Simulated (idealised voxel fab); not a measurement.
Name of the process module below: voxel transistor to metal
Section shown: cut. Width: 175 nm. Cell size: 5 nm, square.
A cross-section is a grid of square cells, given in bands from the top down. A band is one or more rows of cells.
Band entry format. Leading values: height of top, height of bottom, nm. Remainder: materials in left-to-right order, each with its width in nm. Special words: "throughout" on a single material, which then fills the band edge to edge; "air", empty space.
Basically, 0 is our baseline, since under it the wafer straight out of the box is all one material. The bottom band has no lower end and keeps on going down, so it looks like "from 0 down".
The two numbers in a width such as "30->40" mark its ends across the band: the first belongs to the top row of cells, the second to the bottom row, and from each row to the next the width moves by the same amount.
The designation "no modifications", where it is given for a processing step, indicates that no cell of the cross-section was altered in the course of that step.
The list in "Voids, fully enclosed" covers empty spaces of 8 cells or more that cannot reach the top through any open way, and it gives each as width x height at distance; the distance is from the left edge, and width, height and distance are in nm.
after a step's settings: what the simulator itself notes on the step
"overlay nm" on a masked step: distance the mask lay right of its planned place, negative for left.
### Process steps (planned)
1) op RECEIVE | material Si
2) op OXIDIZE | depth nm 5
3) op CONFORMAL_DEP | material SiN | thk nm 15
4) op MASKED_ETCH | tone cover | mask id ACTIVE | width nm 125 | etch materials SiN | depth nm 15 | overlay nm 0
5) op MASKED_ETCH | tone cover | mask id ACTIVE | width nm 125 | etch materials SiO2 | depth nm 5 | overlay nm 0
6) op MASKED_ETCH | tone cover | mask id ACTIVE | width nm 125 | etch materials Si | depth nm 20 | overlay nm 0
7) op OXIDIZE | depth nm 5
8) op FILL_DEP | material SiO2 | thk nm 5
9) op CMP | height nm 15
10) op SELECTIVE_ETCH | etch materials SiO2 | depth nm 10
11) op STRIP | etch materials SiN
12) op SELECTIVE_ETCH | etch materials SiO2 | depth nm 5
13) op OXIDIZE | depth nm 5
14) op DIRECTIONAL_DEP | material polySi | thk nm 30
15) op DIRECTIONAL_DEP | material SiCN | thk nm 15
16) op MASKED_ETCH | tone cover | mask id GATE | width nm 25 | etch materials SiCN | depth nm 25 | overlay nm 0
17) op MASKED_ETCH | tone cover | mask id GATE | width nm 25 | etch materials polySi | depth nm 40 | overlay nm 0
18) op CONFORMAL_DEP | material SiN | thk nm 5
19) op DIRECTIONAL_ETCH | etch materials SiN | depth nm 5
20) op DIRECTIONAL_ETCH | etch materials SiO2 | depth nm 5
21) op DIRECTIONAL_ETCH | etch materials Si | depth nm 10
22) op EPI | material nSi | thk nm 15
23) op FILL_DEP | material SiO2 | thk nm 5
24) op CMP | height nm 25
25) op STRIP | etch materials polySi
26) op SELECTIVE_ETCH | etch materials SiO2 | depth nm 5
27) op CONFORMAL_DEP | material HfO2 | thk nm 5
28) op CONFORMAL_DEP | material TiN | thk nm 5
29) op FILL_DEP | material W | thk nm 5
30) op CMP | height nm 20
31) op DIRECTIONAL_DEP | material SiO2 | thk nm 15
32) op DIRECTIONAL_DEP | material aC | thk nm 10
33) op PATTERN | tone open | mask id CONTACT | material resist | width nm 20 | pitch nm 85 | thk nm 30 | overlay nm 0
34) op DIRECTIONAL_ETCH | etch materials aC | depth nm 10
35) op STRIP | etch materials resist
36) op DIRECTIONAL_ETCH | etch materials SiO2 | depth nm 40
37) op STRIP | etch materials aC
38) op CONFORMAL_DEP | material TiN | thk nm 5
39) op FILL_DEP | material W | thk nm 5
40) op CMP | height nm 35
41) op DIRECTIONAL_DEP | material TiN | thk nm 5
42) op DIRECTIONAL_DEP | material Ru | thk nm 15
43) op MASKED_ETCH | tone cover | mask id METAL_1 | width nm 20 | pitch nm 85 | etch materials Ru | depth nm 15 | overlay nm 0
44) op MASKED_ETCH | tone cover | mask id METAL_1 | width nm 20 | pitch nm 85 | etch materials TiN | depth nm 5 | overlay nm 0
45) op FILL_DEP | material SiO2 | thk nm 10
46) op CMP | height nm 55
47) op CONFORMAL_DEP | material SiCN | thk nm 5
48) op DIRECTIONAL_DEP | material SiO2 | thk nm 25
49) op MASKED_ETCH | tone open | mask id METAL_2_HOLES | width nm 15 | pitch nm 85 | etch materials SiO2 | depth nm 25 | overlay nm 0
50) op DIRECTIONAL_DEP | material aC | thk nm 15
51) op PATTERN | tone open | mask id METAL_2 | material resist | width nm 20 | pitch nm 85 | thk nm 35 | overlay nm 0
52) op DIRECTIONAL_ETCH | etch materials aC | depth nm 15
53) op STRIP | etch materials resist
54) op DIRECTIONAL_ETCH | etch materials SiO2 | depth nm 15
55) op DIRECTIONAL_ETCH | etch materials SiCN | depth nm 5
56) op STRIP | etch materials aC
57) op CONFORMAL_DEP | material TiN | thk nm 5
58) op FILL_DEP | material Ru | thk nm 5
59) op CMP | height nm 85
60) op CONFORMAL_DEP | material SiCN | thk nm 5
### The first of a set of two wafers, run to plan
### Delivered wafer in cross-section: state after step 1
from 0 down | Si throughout
Voids, fully enclosed: none
### Step 2 done - wafer cross-section
from 0 to -5 | SiO2 throughout
Whatever lies below -5 is exactly as it was before.
### Step 3 done - wafer cross-section
from 15 to 0 | SiN throughout
Whatever lies below 0 is exactly as it was before.
### Step 4 done - wafer cross-section
from 15 to 0 | air: 25; SiN: 125; air: 25
Whatever lies below 0 is exactly as it was before.
### Step 5 done - wafer cross-section
from 15 to 0 | air: 25; SiN: 125; air: 25
from 0 to -5 | air: 25; SiO2: 125; air: 25
Whatever lies below -5 is exactly as it was before.
### Step 6 done - wafer cross-section
from 15 to 0 | air: 25; SiN: 125; air: 25
from 0 to -5 | air: 25; SiO2: 125; air: 25
from -5 to -25 | air: 25; Si: 125; air: 25
Whatever lies below -25 is exactly as it was before.
### Step 7 done - wafer cross-section
from 15 to 0 | air: 25; SiN: 125; air: 25
from 0 to -5 | air: 25; SiO2: 125; air: 25
from -5 to -25 | air: 25; SiO2: 5; Si: 115; SiO2: 5; air: 25
from -25 to -30 | SiO2: 30; Si: 115; SiO2: 30
Whatever lies below -30 is exactly as it was before.
### Step 8 done - wafer cross-section
from 20 to 15 | SiO2 throughout
from 15 to 0 | SiO2: 25; SiN: 125; SiO2: 25
from 0 to -5 | SiO2 throughout
from -5 to -30 | SiO2: 30; Si: 115; SiO2: 30
Whatever lies below -30 is exactly as it was before.
### Step 9 done - wafer cross-section
from 15 to 0 | SiO2: 25; SiN: 125; SiO2: 25
Whatever lies below 0 is exactly as it was before.
### Step 10 done - wafer cross-section
from 15 to 5 | air: 25; SiN: 125; air: 25
Whatever lies below 5 is exactly as it was before.
### Step 11 done - wafer cross-section
from 5 to 0 | SiO2: 25; air: 125; SiO2: 25
Whatever lies below 0 is exactly as it was before.
### Step 12 done - wafer cross-section
from 0 to -5 | SiO2: 20; air: 135; SiO2: 20
Whatever lies below -5 is exactly as it was before.
### Step 13 done - wafer cross-section
from 0 to -5 | SiO2: 20; air: 135; SiO2: 20
from -5 to -10 | SiO2 throughout
Whatever lies below -10 is exactly as it was before.
### Step 14 done - wafer cross-section
from 30 to 25 | polySi: 20; air: 135; polySi: 20
from 25 to 0 | polySi throughout
from 0 to -5 | SiO2: 20; polySi: 135; SiO2: 20
Whatever lies below -5 is exactly as it was before.
### Step 15 done - wafer cross-section
from 45 to 40 | SiCN: 20; air: 135; SiCN: 20
from 40 to 30 | SiCN throughout
from 30 to 25 | polySi: 20; SiCN: 135; polySi: 20
Whatever lies below 25 is exactly as it was before.
### Step 16 done - wafer cross-section
from 40 to 30 | air: 75; SiCN: 25; air: 75
from 30 to 25 | polySi: 20; air: 55; SiCN: 25; air: 55; polySi: 20
Whatever lies below 25 is exactly as it was before.
### Step 17 done - wafer cross-section
from 40 to 25 | air: 75; SiCN: 25; air: 75
from 25 to 0 | air: 75; polySi: 25; air: 75
from 0 to -5 | SiO2: 20; air: 55; polySi: 25; air: 55; SiO2: 20
Whatever lies below -5 is exactly as it was before.
### Step 18 done - wafer cross-section
from 45 to 40 | air: 70; SiN: 35; air: 70
from 40 to 25 | air: 70; SiN: 5; SiCN: 25; SiN: 5; air: 70
from 25 to 5 | air: 70; SiN: 5; polySi: 25; SiN: 5; air: 70
from 5 to 0 | SiN: 25; air: 45; SiN: 5; polySi: 25; SiN: 5; air: 45; SiN: 25
from 0 to -5 | SiO2: 20; SiN: 55; polySi: 25; SiN: 55; SiO2: 20
Whatever lies below -5 is exactly as it was before.
### Step 19 done - wafer cross-section
from 40 to 25 | air: 70; SiN: 5; SiCN: 25; SiN: 5; air: 70
from 25 to 0 | air: 70; SiN: 5; polySi: 25; SiN: 5; air: 70
from 0 to -5 | SiO2: 20; SiN: 5; air: 45; SiN: 5; polySi: 25; SiN: 5; air: 45; SiN: 5; SiO2: 20
Whatever lies below -5 is exactly as it was before.
### Step 20 done - wafer cross-section
from 40 to 25 | air: 70; SiN: 5; SiCN: 25; SiN: 5; air: 70
from 25 to 0 | air: 70; SiN: 5; polySi: 25; SiN: 5; air: 70
from 0 to -5 | air: 20; SiN: 5; air: 45; SiN: 5; polySi: 25; SiN: 5; air: 45; SiN: 5; air: 20
from -5 to -10 | SiO2: 25; air: 45; SiO2: 35; air: 45; SiO2: 25
Whatever lies below -10 is exactly as it was before.
### Step 21 done - wafer cross-section
from 40 to 25 | air: 70; SiN: 5; SiCN: 25; SiN: 5; air: 70
from 25 to 0 | air: 70; SiN: 5; polySi: 25; SiN: 5; air: 70
from 0 to -5 | air: 20; SiN: 5; air: 45; SiN: 5; polySi: 25; SiN: 5; air: 45; SiN: 5; air: 20
from -5 to -10 | SiO2: 25; air: 45; SiO2: 35; air: 45; SiO2: 25
from -10 to -20 | SiO2: 30; air: 40; Si: 35; air: 40; SiO2: 30
Whatever lies below -20 is exactly as it was before.
### Step 22 done - wafer cross-section
from 40 to 25 | air: 70; SiN: 5; SiCN: 25; SiN: 5; air: 70
from 25 to 5 | air: 70; SiN: 5; polySi: 25; SiN: 5; air: 70
from 5 to 0 | air: 55; nSi: 15; SiN: 5; polySi: 25; SiN: 5; nSi: 15; air: 55
from 0 to -5 | air: 20; SiN: 5; air: 30; nSi: 15; SiN: 5; polySi: 25; SiN: 5; nSi: 15; air: 30; SiN: 5; air: 20
from -5 to -10 | SiO2: 25; nSi: 45; SiO2: 35; nSi: 45; SiO2: 25
from -10 to -20 | SiO2: 30; nSi: 40; Si: 35; nSi: 40; SiO2: 30
Whatever lies below -20 is exactly as it was before.
### Step 23 done - wafer cross-section
from 45 to 40 | SiO2 throughout
from 40 to 25 | SiO2: 70; SiN: 5; SiCN: 25; SiN: 5; SiO2: 70
from 25 to 5 | SiO2: 70; SiN: 5; polySi: 25; SiN: 5; SiO2: 70
from 5 to 0 | SiO2: 55; nSi: 15; SiN: 5; polySi: 25; SiN: 5; nSi: 15; SiO2: 55
from 0 to -5 | SiO2: 20; SiN: 5; SiO2: 30; nSi: 15; SiN: 5; polySi: 25; SiN: 5; nSi: 15; SiO2: 30; SiN: 5; SiO2: 20
Whatever lies below -5 is exactly as it was before.
### Step 24 done - wafer cross-section
from 25 to 5 | SiO2: 70; SiN: 5; polySi: 25; SiN: 5; SiO2: 70
Whatever lies below 5 is exactly as it was before.
### Step 25 done - wafer cross-section
from 25 to 5 | SiO2: 70; SiN: 5; air: 25; SiN: 5; SiO2: 70
from 5 to 0 | SiO2: 55; nSi: 15; SiN: 5; air: 25; SiN: 5; nSi: 15; SiO2: 55
from 0 to -5 | SiO2: 20; SiN: 5; SiO2: 30; nSi: 15; SiN: 5; air: 25; SiN: 5; nSi: 15; SiO2: 30; SiN: 5; SiO2: 20
Whatever lies below -5 is exactly as it was before.
### Step 26 done - wafer cross-section
from 25 to 20 | air: 70; SiN: 5; air: 25; SiN: 5; air: 70
from 20 to 5 | SiO2: 70; SiN: 5; air: 25; SiN: 5; SiO2: 70
from 5 to 0 | SiO2: 55; nSi: 15; SiN: 5; air: 25; SiN: 5; nSi: 15; SiO2: 55
from 0 to -5 | SiO2: 20; SiN: 5; SiO2: 30; nSi: 15; SiN: 5; air: 25; SiN: 5; nSi: 15; SiO2: 30; SiN: 5; SiO2: 20
from -5 to -10 | SiO2: 25; nSi: 45; air: 35; nSi: 45; SiO2: 25
Whatever lies below -10 is exactly as it was before.
### Step 27 done - wafer cross-section
from 30 to 25 | air: 65; HfO2: 15; air: 15; HfO2: 15; air: 65
from 25 to 20 | HfO2: 70; SiN: 5; HfO2: 5; air: 15; HfO2: 5; SiN: 5; HfO2: 70
from 20 to 5 | SiO2: 70; SiN: 5; HfO2: 5; air: 15; HfO2: 5; SiN: 5; SiO2: 70
from 5 to 0 | SiO2: 55; nSi: 15; SiN: 5; HfO2: 5; air: 15; HfO2: 5; SiN: 5; nSi: 15; SiO2: 55
from 0 to -5 | SiO2: 20; SiN: 5; SiO2: 30; nSi: 15; SiN: 5; HfO2: 5; air: 15; HfO2: 5; SiN: 5; nSi: 15; SiO2: 30; SiN: 5; SiO2: 20
from -5 to -10 | SiO2: 25; nSi: 45; HfO2: 35; nSi: 45; SiO2: 25
Whatever lies below -10 is exactly as it was before.
### Step 28 done - wafer cross-section
from 35 to 30 | air: 60; TiN: 25; air: 5; TiN: 25; air: 60
from 30 to 25 | TiN: 65; HfO2: 15; TiN: 5; air: 5; TiN: 5; HfO2: 15; TiN: 65
from 25 to 20 | HfO2: 70; SiN: 5; HfO2: 5; TiN: 5; air: 5; TiN: 5; HfO2: 5; SiN: 5; HfO2: 70
from 20 to 5 | SiO2: 70; SiN: 5; HfO2: 5; TiN: 5; air: 5; TiN: 5; HfO2: 5; SiN: 5; SiO2: 70
from 5 to 0 | SiO2: 55; nSi: 15; SiN: 5; HfO2: 5; TiN: 5; air: 5; TiN: 5; HfO2: 5; SiN: 5; nSi: 15; SiO2: 55
from 0 to -5 | SiO2: 20; SiN: 5; SiO2: 30; nSi: 15; SiN: 5; HfO2: 5; TiN: 15; HfO2: 5; SiN: 5; nSi: 15; SiO2: 30; SiN: 5; SiO2: 20
Whatever lies below -5 is exactly as it was before.
### Step 29 done - wafer cross-section
from 40 to 35 | W throughout
from 35 to 30 | W: 60; TiN: 25; W: 5; TiN: 25; W: 60
from 30 to 25 | TiN: 65; HfO2: 15; TiN: 5; W: 5; TiN: 5; HfO2: 15; TiN: 65
from 25 to 20 | HfO2: 70; SiN: 5; HfO2: 5; TiN: 5; W: 5; TiN: 5; HfO2: 5; SiN: 5; HfO2: 70
from 20 to 5 | SiO2: 70; SiN: 5; HfO2: 5; TiN: 5; W: 5; TiN: 5; HfO2: 5; SiN: 5; SiO2: 70
from 5 to 0 | SiO2: 55; nSi: 15; SiN: 5; HfO2: 5; TiN: 5; W: 5; TiN: 5; HfO2: 5; SiN: 5; nSi: 15; SiO2: 55
Whatever lies below 0 is exactly as it was before.
### Step 30 done - wafer cross-section
from 20 to 5 | SiO2: 70; SiN: 5; HfO2: 5; TiN: 5; W: 5; TiN: 5; HfO2: 5; SiN: 5; SiO2: 70
Whatever lies below 5 is exactly as it was before.
### Step 31 done - wafer cross-section
from 35 to 20 | SiO2 throughout
Whatever lies below 20 is exactly as it was before.
### Step 32 done - wafer cross-section
from 45 to 35 | aC throughout
Whatever lies below 35 is exactly as it was before.
### Step 33 done - wafer cross-section
from 75 to 45 | resist: 35; air: 20; resist: 65; air: 20; resist: 35
Whatever lies below 45 is exactly as it was before.
### Step 34 done - wafer cross-section
from 65 to 45 | resist: 35; air: 20; resist: 65; air: 20; resist: 35
from 45 to 35 | aC: 35; air: 20; aC: 65; air: 20; aC: 35
Whatever lies below 35 is exactly as it was before.
### Step 35 done - wafer cross-section
from 45 to 35 | aC: 35; air: 20; aC: 65; air: 20; aC: 35
Whatever lies below 35 is exactly as it was before.
### Step 36 done - wafer cross-section
from 45 to 35 | aC: 35; air: 20; aC: 65; air: 20; aC: 35
from 35 to 20 | SiO2: 35; air: 20; SiO2: 65; air: 20; SiO2: 35
from 20 to 5 | SiO2: 35; air: 20; SiO2: 15; SiN: 5; HfO2: 5; TiN: 5; W: 5; TiN: 5; HfO2: 5; SiN: 5; SiO2: 15; air: 20; SiO2: 35
from 5 to 0 | SiO2: 35; air: 20; nSi: 15; SiN: 5; HfO2: 5; TiN: 5; W: 5; TiN: 5; HfO2: 5; SiN: 5; nSi: 15; air: 20; SiO2: 35
from 0 to -5 | SiO2: 20; SiN: 5; SiO2: 10; air: 20; nSi: 15; SiN: 5; HfO2: 5; TiN: 15; HfO2: 5; SiN: 5; nSi: 15; air: 20; SiO2: 10; SiN: 5; SiO2: 20
Whatever lies below -5 is exactly as it was before.
### Step 37 done - wafer cross-section
from 35 to 20 | SiO2: 35; air: 20; SiO2: 65; air: 20; SiO2: 35
Whatever lies below 20 is exactly as it was before.
### Step 38 done - wafer cross-section
from 40 to 35 | TiN: 40; air: 10; TiN: 75; air: 10; TiN: 40
from 35 to 20 | SiO2: 35; TiN: 5; air: 10; TiN: 5; SiO2: 65; TiN: 5; air: 10; TiN: 5; SiO2: 35
from 20 to 5 | SiO2: 35; TiN: 5; air: 10; TiN: 5; SiO2: 15; SiN: 5; HfO2: 5; TiN: 5; W: 5; TiN: 5; HfO2: 5; SiN: 5; SiO2: 15; TiN: 5; air: 10; TiN: 5; SiO2: 35
from 5 to 0 | SiO2: 35; TiN: 5; air: 10; TiN: 5; nSi: 15; SiN: 5; HfO2: 5; TiN: 5; W: 5; TiN: 5; HfO2: 5; SiN: 5; nSi: 15; TiN: 5; air: 10; TiN: 5; SiO2: 35
from 0 to -5 | SiO2: 20; SiN: 5; SiO2: 10; TiN: 20; nSi: 15; SiN: 5; HfO2: 5; TiN: 15; HfO2: 5; SiN: 5; nSi: 15; TiN: 20; SiO2: 10; SiN: 5; SiO2: 20
Whatever lies below -5 is exactly as it was before.
### Step 39 done - wafer cross-section
from 45 to 40 | W throughout
from 40 to 35 | TiN: 40; W: 10; TiN: 75; W: 10; TiN: 40
from 35 to 20 | SiO2: 35; TiN: 5; W: 10; TiN: 5; SiO2: 65; TiN: 5; W: 10; TiN: 5; SiO2: 35
from 20 to 5 | SiO2: 35; TiN: 5; W: 10; TiN: 5; SiO2: 15; SiN: 5; HfO2: 5; TiN: 5; W: 5; TiN: 5; HfO2: 5; SiN: 5; SiO2: 15; TiN: 5; W: 10; TiN: 5; SiO2: 35
from 5 to 0 | SiO2: 35; TiN: 5; W: 10; TiN: 5; nSi: 15; SiN: 5; HfO2: 5; TiN: 5; W: 5; TiN: 5; HfO2: 5; SiN: 5; nSi: 15; TiN: 5; W: 10; TiN: 5; SiO2: 35
Whatever lies below 0 is exactly as it was before.
### Step 40 done - wafer cross-section
from 35 to 20 | SiO2: 35; TiN: 5; W: 10; TiN: 5; SiO2: 65; TiN: 5; W: 10; TiN: 5; SiO2: 35
Whatever lies below 20 is exactly as it was before.
### Step 41 done - wafer cross-section
from 40 to 35 | TiN throughout
Whatever lies below 35 is exactly as it was before.
### Step 42 done - wafer cross-section
from 55 to 40 | Ru throughout
Whatever lies below 40 is exactly as it was before.
### Step 43 done - wafer cross-section
from 55 to 40 | air: 35; Ru: 20; air: 65; Ru: 20; air: 35
Whatever lies below 40 is exactly as it was before.
### Step 44 done - wafer cross-section
from 55 to 40 | air: 35; Ru: 20; air: 65; Ru: 20; air: 35
from 40 to 35 | air: 35; TiN: 20; air: 65; TiN: 20; air: 35
Whatever lies below 35 is exactly as it was before.
### Step 45 done - wafer cross-section
from 65 to 55 | SiO2 throughout
from 55 to 40 | SiO2: 35; Ru: 20; SiO2: 65; Ru: 20; SiO2: 35
from 40 to 35 | SiO2: 35; TiN: 20; SiO2: 65; TiN: 20; SiO2: 35
Whatever lies below 35 is exactly as it was before.
### Step 46 done - wafer cross-section
from 55 to 40 | SiO2: 35; Ru: 20; SiO2: 65; Ru: 20; SiO2: 35
Whatever lies below 40 is exactly as it was before.
### Step 47 done - wafer cross-section
from 60 to 55 | SiCN throughout
Whatever lies below 55 is exactly as it was before.
### Step 48 done - wafer cross-section
from 85 to 60 | SiO2 throughout
Whatever lies below 60 is exactly as it was before.
### Step 49 done - wafer cross-section
from 85 to 60 | SiO2: 35; air: 15; SiO2: 70; air: 15; SiO2: 40
Whatever lies below 60 is exactly as it was before.
### Step 50 done - wafer cross-section
from 100 to 85 | aC: 35; air: 15; aC: 70; air: 15; aC: 40
from 85 to 75 | SiO2: 35; air: 15; SiO2: 70; air: 15; SiO2: 40
from 75 to 60 | SiO2: 35; aC: 15; SiO2: 70; aC: 15; SiO2: 40
Whatever lies below 60 is exactly as it was before.
### Step 51 done - wafer cross-section
from 135 to 100 | resist: 35; air: 20; resist: 65; air: 20; resist: 35
Whatever lies below 100 is exactly as it was before.
### Step 52 done - wafer cross-section
from 120 to 100 | resist: 35; air: 20; resist: 65; air: 20; resist: 35
from 100 to 85 | aC: 35; air: 20; aC: 65; air: 20; aC: 35
from 85 to 60 | SiO2: 35; air: 15; SiO2: 70; air: 15; SiO2: 40
Whatever lies below 60 is exactly as it was before.
### Step 53 done - wafer cross-section
from 100 to 85 | aC: 35; air: 20; aC: 65; air: 20; aC: 35
Whatever lies below 85 is exactly as it was before.
### Step 54 done - wafer cross-section
from 100 to 85 | aC: 35; air: 20; aC: 65; air: 20; aC: 35
from 85 to 70 | SiO2: 35; air: 20; SiO2: 65; air: 20; SiO2: 35
Whatever lies below 70 is exactly as it was before.
### Step 55 done - wafer cross-section
from 100 to 85 | aC: 35; air: 20; aC: 65; air: 20; aC: 35
from 85 to 70 | SiO2: 35; air: 20; SiO2: 65; air: 20; SiO2: 35
from 70 to 60 | SiO2: 35; air: 15; SiO2: 70; air: 15; SiO2: 40
from 60 to 55 | SiCN: 35; air: 15; SiCN: 70; air: 15; SiCN: 40
Whatever lies below 55 is exactly as it was before.
### Step 56 done - wafer cross-section
from 85 to 70 | SiO2: 35; air: 20; SiO2: 65; air: 20; SiO2: 35
Whatever lies below 70 is exactly as it was before.
### Step 57 done - wafer cross-section
from 90 to 85 | TiN: 40; air: 10; TiN: 75; air: 10; TiN: 40
from 85 to 75 | SiO2: 35; TiN: 5; air: 10; TiN: 5; SiO2: 65; TiN: 5; air: 10; TiN: 5; SiO2: 35
from 75 to 70 | SiO2: 35; TiN: 5; air: 5; TiN: 10; SiO2: 65; TiN: 5; air: 5; TiN: 10; SiO2: 35
from 70 to 60 | SiO2: 35; TiN: 5; air: 5; TiN: 5; SiO2: 70; TiN: 5; air: 5; TiN: 5; SiO2: 40
from 60 to 55 | SiCN: 35; TiN: 15; SiCN: 70; TiN: 15; SiCN: 40
Whatever lies below 55 is exactly as it was before.
### Step 58 done - wafer cross-section
from 95 to 90 | Ru throughout
from 90 to 85 | TiN: 40; Ru: 10; TiN: 75; Ru: 10; TiN: 40
from 85 to 75 | SiO2: 35; TiN: 5; Ru: 10; TiN: 5; SiO2: 65; TiN: 5; Ru: 10; TiN: 5; SiO2: 35
from 75 to 70 | SiO2: 35; TiN: 5; Ru: 5; TiN: 10; SiO2: 65; TiN: 5; Ru: 5; TiN: 10; SiO2: 35
from 70 to 60 | SiO2: 35; TiN: 5; Ru: 5; TiN: 5; SiO2: 70; TiN: 5; Ru: 5; TiN: 5; SiO2: 40
Whatever lies below 60 is exactly as it was before.
### Step 59 done - wafer cross-section
from 85 to 75 | SiO2: 35; TiN: 5; Ru: 10; TiN: 5; SiO2: 65; TiN: 5; Ru: 10; TiN: 5; SiO2: 35
Whatever lies below 75 is exactly as it was before.
### Step 60 done - wafer cross-section
from 90 to 85 | SiCN throughout
Whatever lies below 85 is exactly as it was before.
### Second wafer, same starting conditions and recipe as the first, one mistake in executing it, nothing differs from the first up to and including step 48
### Look at the second wafer in cross-section at the time step 49 ought to have finished
from 85 to 60 | SiO2: 30; air: 25; SiO2: 60; air: 25; SiO2: 35
Whatever lies below 60 is exactly as it was before.
### Look at the second wafer in cross-section at the time step 50 ought to have finished
from 100 to 85 | aC: 30; air: 25; aC: 60; air: 25; aC: 35
from 85 to 75 | SiO2: 30; air: 25; SiO2: 60; air: 25; SiO2: 35
from 75 to 60 | SiO2: 30; aC: 25; SiO2: 60; aC: 25; SiO2: 35
Whatever lies below 60 is exactly as it was before.
### Look at the second wafer in cross-section at the time step 51 ought to have finished
from 135 to 100 | resist: 35; air: 20; resist: 65; air: 20; resist: 35
from 100 to 85 | aC: 30; resist: 5; air: 20; aC: 60; resist: 5; air: 20; aC: 35
from 85 to 75 | SiO2: 30; resist: 5; air: 20; SiO2: 60; resist: 5; air: 20; SiO2: 35
Whatever lies below 75 is exactly as it was before.
### Look at the second wafer in cross-section at the time step 52 ought to have finished
from 120 to 100 | resist: 35; air: 20; resist: 65; air: 20; resist: 35
from 100 to 85 | aC: 30; resist: 5; air: 20; aC: 60; resist: 5; air: 20; aC: 35
from 85 to 75 | SiO2: 30; resist: 5; air: 20; SiO2: 60; resist: 5; air: 20; SiO2: 35
from 75 to 60 | SiO2: 30; aC: 5; air: 20; SiO2: 60; aC: 5; air: 20; SiO2: 35
Whatever lies below 60 is exactly as it was before.
### Look at the second wafer in cross-section at the time step 53 ought to have finished
from 100 to 85 | aC: 30; air: 25; aC: 60; air: 25; aC: 35
from 85 to 75 | SiO2: 30; air: 25; SiO2: 60; air: 25; SiO2: 35
Whatever lies below 75 is exactly as it was before.
Look at the second wafer in cross-section at the time step 54 ought to have finished: no modifications
### Look at the second wafer in cross-section at the time step 55 ought to have finished
from 100 to 85 | aC: 30; air: 25; aC: 60; air: 25; aC: 35
from 85 to 75 | SiO2: 30; air: 25; SiO2: 60; air: 25; SiO2: 35
from 75 to 60 | SiO2: 30; aC: 5; air: 20; SiO2: 60; aC: 5; air: 20; SiO2: 35
from 60 to 55 | SiCN: 35; air: 20; SiCN: 65; air: 20; SiCN: 35
Whatever lies below 55 is exactly as it was before.
### Look at the second wafer in cross-section at the time step 56 ought to have finished
from 85 to 60 | SiO2: 30; air: 25; SiO2: 60; air: 25; SiO2: 35
Whatever lies below 60 is exactly as it was before.
### Look at the second wafer in cross-section at the time step 57 ought to have finished
from 90 to 85 | TiN: 35; air: 15; TiN: 70; air: 15; TiN: 40
from 85 to 65 | SiO2: 30; TiN: 5; air: 15; TiN: 5; SiO2: 60; TiN: 5; air: 15; TiN: 5; SiO2: 35
from 65 to 60 | SiO2: 30; TiN: 10; air: 10; TiN: 5; SiO2: 60; TiN: 10; air: 10; TiN: 5; SiO2: 35
from 60 to 55 | SiCN: 35; TiN: 20; SiCN: 65; TiN: 20; SiCN: 35
Whatever lies below 55 is exactly as it was before.
### Look at the second wafer in cross-section at the time step 58 ought to have finished
from 95 to 90 | Ru throughout
from 90 to 85 | TiN: 35; Ru: 15; TiN: 70; Ru: 15; TiN: 40
from 85 to 65 | SiO2: 30; TiN: 5; Ru: 15; TiN: 5; SiO2: 60; TiN: 5; Ru: 15; TiN: 5; SiO2: 35
from 65 to 60 | SiO2: 30; TiN: 10; Ru: 10; TiN: 5; SiO2: 60; TiN: 10; Ru: 10; TiN: 5; SiO2: 35
Whatever lies below 60 is exactly as it was before.
### Look at the second wafer in cross-section at the time step 59 ought to have finished
from 85 to 65 | SiO2: 30; TiN: 5; Ru: 15; TiN: 5; SiO2: 60; TiN: 5; Ru: 15; TiN: 5; SiO2: 35
Whatever lies below 65 is exactly as it was before.
### Look at the second wafer in cross-section at the time step 60 ought to have finished
from 90 to 85 | SiCN throughout
Whatever lies below 85 is exactly as it was before.
Error vs. plan: heads up, step 49 didn't go per plan, it actually ran as op MASKED_ETCH | tone open | mask id METAL_2_HOLES | width nm 25 | pitch nm 85 | etch materials SiO2 | depth nm 25 | overlay nm 0
at the end the second wafer has, in cells: Ru +14, SiCN -2, SiO2 -14, TiN +2
